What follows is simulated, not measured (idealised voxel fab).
process module | voxel gate over fins
cross-section cut | 185 nm wide | cells 5 nm
A cross-section is a grid of square cells, given in bands from the top down. A band is one or more rows of cells.
Each band's line starts with the height of the band's top and of its bottom, in nm. Then come its materials from left to right, each with its width in nm. One material with "throughout" fills the band from edge to edge. "air" is empty space.
Height 0 is the level under which the wafer as received is all one material. The lowest band goes on downwards, as in "0 down".
A width such as "30 to 40" changes by the same amount from each row of cells to the next, from the band's top row to its bottom row.
"no change" after a step means that no cell of the cross-section changed.
closed voids: empty space of 8 cells or more with no open way to the top, each as width x height at its distance from the left edge, in nm
after a step's settings: what the simulator itself notes on the step
overlay nm, on a step with a mask: how far to the right of its planned place the mask lay; to the left if negative
plan
1 op RECEIVE | material Si
2 op CONFORMAL_DEP | material SiN | thk nm 10
3 op PATTERN | tone cover | mask id FINS | material resist | width nm 15 | pitch nm 45 | thk nm 15 | overlay nm 0
4 op DIRECTIONAL_ETCH | etch materials SiN | depth nm 10
5 op DIRECTIONAL_ETCH | etch materials Si | depth nm 35
6 op STRIP | etch materials resist
7 op OXIDIZE | depth nm 5
8 op FILL_DEP | material SiO2 | thk nm 5
9 op CMP | height nm 10
10 op SELECTIVE_ETCH | etch materials SiO2 | depth nm 25
11 op STRIP | etch materials SiN
12 op CONFORMAL_DEP | material HfO2 | thk nm 5
13 op CONFORMAL_DEP | material TiN | thk nm 5
14 op FILL_DEP | material W | thk nm 10
15 op CMP | height nm 15
16 op CONFORMAL_DEP | material SiCN | thk nm 5
as received, after step 1
  0 down: Si throughout
  closed voids: none
first wafer at the end, as planned
  20 to 15: SiCN throughout
  15 to 10: W throughout
  10 to 5: W 55 | TiN 25 | W 20 | TiN 25 | W 60
  5 to 0: W 55 | TiN 5 | HfO2 15 | TiN 5 | W 20 | TiN 5 | HfO2 15 | TiN 5 | W 60
  0 to -5: W 55 | TiN 5 | HfO2 5 | Si 5 | HfO2 5 | TiN 5 | W 20 | TiN 5 | HfO2 5 | Si 5 | HfO2 5 | TiN 5 | W 60
  -5 to -10: TiN 60 | HfO2 5 | Si 5 | HfO2 5 | TiN 30 | HfO2 5 | Si 5 | HfO2 5 | TiN 65
  -10 to -15: HfO2 65 | Si 5 | HfO2 40 | Si 5 | HfO2 70
  -15 to -40: SiO2 65 | Si 5 | SiO2 40 | Si 5 | SiO2 70
  -40 down: Si throughout
  closed voids: none
second wafer at the end: like start, like plan, one mistake
  20 to 15: SiCN throughout
  15 to 10: W throughout
  10 to 5: W 55 | TiN 25 | W 20 | TiN 25 | W 60
  5 to 0: W 55 | TiN 5 | HfO2 15 | TiN 5 | W 20 | TiN 5 | HfO2 15 | TiN 5 | W 60
  0 to -5: W 55 | TiN 5 | HfO2 5 | Si 5 | HfO2 5 | TiN 5 | W 20 | TiN 5 | HfO2 5 | Si 5 | HfO2 5 | TiN 5 | W 60
  -5 to -10: TiN 60 | HfO2 5 | Si 5 | HfO2 5 | TiN 30 | HfO2 5 | Si 5 | HfO2 5 | TiN 65
  -10 to -15: HfO2 65 | Si 5 | HfO2 40 | Si 5 | HfO2 70
  -15 to -75: SiO2 65 | Si 5 | SiO2 40 | Si 5 | SiO2 70
  -75 down: Si throughout
  closed voids: none
what went wrong: step 5 was run twice
at the end the second wafer has, in cells: 245 fewer of Si | 245 more of SiO2
